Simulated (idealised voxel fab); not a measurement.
The process module presented herein is designated voxel self aligned contacts.
Displayed cross-section: cut, width of 160 nm, square cells sized 5 nm.
Cross-sections here: square-cell grids, written as top-down lists of bands, a band being one or more rows of cells.
The entry gives the band's vertical extent as a top height and a bottom height in nm, then its horizontal make-up as materials from left to right, each with a width in nm. "blank" stands for empty space; a single material marked "edge to edge" fills the band edge to edge.
Measure heights from 0. That's the level where, below it, the as-received wafer is all one material. The lowest band is bottomless and extends downward; write it as in "from 0 down".
Quick explanation for "30->40": the width changes in equal steps down the rows of cells, from the first number in the band's top row to the second number in its bottom row.
Where a step carries "same as before", the cross-section came out of it unchanged, cell for cell.
Closed-off voids of 8+ cells (no open route to the top) go in "Trapped voids", written width x height at distance from the left edge, in nm.
after a step's settings: what the simulator itself notes on the step
The setting "overlay nm" may be written on the line of a step. When the step uses a mask, the value reports how far to the right of the planned place the mask lay, and a negative value reports that it lay to the left.
-- So here's the lineup of process steps we planned
1: RECEIVE [material Si]
2: CONFORMAL_DEP [material SiO2] [thk nm 5]
3: DIRECTIONAL_DEP [material polySi] [thk nm 20]
4: DIRECTIONAL_DEP [material SiN] [thk nm 15]
5: DIRECTIONAL_DEP [material aC] [thk nm 15]
6: PATTERN [tone cover] [mask id GATE] [material resist] [width nm 30] [pitch nm 65] [thk nm 30] [overlay nm 0]
7: DIRECTIONAL_ETCH [etch materials aC] [depth nm 15]
8: STRIP [etch materials resist]
9: DIRECTIONAL_ETCH [etch materials SiN] [depth nm 15]
10: DIRECTIONAL_ETCH [etch materials polySi] [depth nm 20]
11: STRIP [etch materials aC]
12: CONFORMAL_DEP [material SiN] [thk nm 5]
13: DIRECTIONAL_ETCH [etch materials SiN] [depth nm 5]
14: FILL_DEP [material SiO2] [thk nm 15]
15: CMP [height nm 45]
16: DIRECTIONAL_DEP [material aC] [thk nm 15]
17: PATTERN [tone open] [mask id CONTACT] [material resist] [width nm 45] [thk nm 30] [overlay nm 0]
18: DIRECTIONAL_ETCH [etch materials aC] [depth nm 15]
19: STRIP [etch materials resist]
20: DIRECTIONAL_ETCH [etch materials SiO2] [depth nm 45]
21: STRIP [etch materials aC]
22: CONFORMAL_DEP [material TiN] [thk nm 5]
23: FILL_DEP [material W] [thk nm 10]
24: CMP [height nm 45]
25: CONFORMAL_DEP [material SiCN] [thk nm 5]
-- Incoming wafer, cross-sectional view, post step 1
> from 0 down: Si edge to edge
> Trapped voids: none
-- First wafer of two, sectioned at end of module; run went per plan
> from 50 to 45: SiCN edge to edge
> from 45 to 40: 55 of SiO2; 15 of TiN; 15 of W; 15 of TiN; 60 of SiO2
> from 40 to 25: 25 of SiO2; 40 of SiN; 5 of TiN; 15 of W; 5 of TiN; 40 of SiN; 30 of SiO2
> from 25 to 5: 25 of SiO2; 5 of SiN; 30 of polySi; 5 of SiN; 5 of TiN; 15 of W; 5 of TiN; 5 of SiN; 30 of polySi; 5 of SiN; 30 of SiO2
> from 5 to 0: 65 of SiO2; 25 of TiN; 70 of SiO2
> from 0 down: Si edge to edge
> Trapped voids: none
-- Second wafer through the module, sectioned at the end: same beginning and same plan as the first wafer, with one mistake in carrying it out
> from 50 to 45: SiCN edge to edge
> from 45 to 40: 60 of SiO2; 10 of TiN; 15 of W; 20 of TiN; 55 of SiO2
> from 40 to 25: 25 of SiO2; 40 of SiN; 5 of TiN; 15 of W; 5 of TiN; 40 of SiN; 30 of SiO2
> from 25 to 5: 25 of SiO2; 5 of SiN; 30 of polySi; 5 of SiN; 5 of TiN; 15 of W; 5 of TiN; 5 of SiN; 30 of polySi; 5 of SiN; 30 of SiO2
> from 5 to 0: 65 of SiO2; 25 of TiN; 70 of SiO2
> from 0 down: Si edge to edge
> Trapped voids: none
Misprocessing identified: so step 17 ended up running with a different setting than we planned, it ran as PATTERN [tone open] [mask id CONTACT] [material resist] [width nm 45] [thk nm 30] [overlay nm 5]
Same inventory, different map: at the end, the second wafer holds as many cells of each material as the first, placed elsewhere.
